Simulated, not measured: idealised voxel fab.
process module | voxel spacer lines
cross-section cut | 250 nm wide | cells 5 nm
A cross-section is a grid of square cells, given in bands from the top down. A band is one or more rows of cells.
Each band's line starts with the height of the band's top and of its bottom, in nm. Then come its materials from left to right, each with its width in nm. One material with "throughout" fills the band from edge to edge. "air" is empty space.
Height 0 is the level under which the wafer as received is all one material. The lowest band goes on downwards, as in "0 down".
A width such as "30 to 40" changes by the same amount from each row of cells to the next, from the band's top row to its bottom row.
"no change" after a step means that no cell of the cross-section changed.
closed voids: empty space of 8 cells or more with no open way to the top, each as width x height at its distance from the left edge, in nm
after a step's settings: what the simulator itself notes on the step
overlay nm, on a step with a mask: how far to the right of its planned place the mask lay; to the left if negative
plan
1 op RECEIVE | material Si
2 op CONFORMAL_DEP | material Al2O3 | thk nm 5
3 op DIRECTIONAL_DEP | material SiN | thk nm 10
4 op DIRECTIONAL_DEP | material aC | thk nm 20
5 op PATTERN | tone cover | mask id MANDREL | material resist | width nm 15 | pitch nm 50 | thk nm 30 | overlay nm 0
6 op DIRECTIONAL_ETCH | etch materials aC | depth nm 20
7 op STRIP | etch materials resist
8 op CONFORMAL_DEP | material SiO2 | thk nm 10
9 op DIRECTIONAL_ETCH | etch materials SiO2 | depth nm 10
10 op STRIP | etch materials aC
11 op DIRECTIONAL_ETCH | etch materials SiN | depth nm 10
12 op STRIP | etch materials SiO2
13 op FILL_DEP | material SiO2 | thk nm 10
14 op CMP | height nm 15
varied across the wafers: width nm of step 5. The plan shows the first wafer's value. All wafers start alike
first wafer as received, after step 1
  0 down: Si throughout
  closed voids: none
first wafer at the end, after step 14
  15 to 5: SiO2 55 | SiN 10 | SiO2 15 | SiN 10 | SiO2 15 | SiN 10 | SiO2 15 | SiN 10 | SiO2 15 | SiN 10 | SiO2 15 | SiN 10 | SiO2 60
  5 to 0: Al2O3 throughout
  0 down: Si throughout
  closed voids: none
last wafer at the end
  15 to 5: SiO2 50 | SiN 10 | SiO2 30 | SiN 20 | SiO2 30 | SiN 20 | SiO2 30 | SiN 10 | SiO2 50
  5 to 0: Al2O3 throughout
  0 down: Si throughout
  closed voids: none
each wafer at the end: cells of each material gained (+) or lost (-) since it was received, then its closed voids
width nm 15 | +50 Al2O3 | +24 SiN | +76 SiO2 | closed voids: none
width nm 20 | +50 Al2O3 | +24 SiN | +76 SiO2 | closed voids: none
width nm 25 | +50 Al2O3 | +24 SiN | +76 SiO2 | closed voids: none
width nm 30 | +50 Al2O3 | +24 SiN | +76 SiO2 | closed voids: none
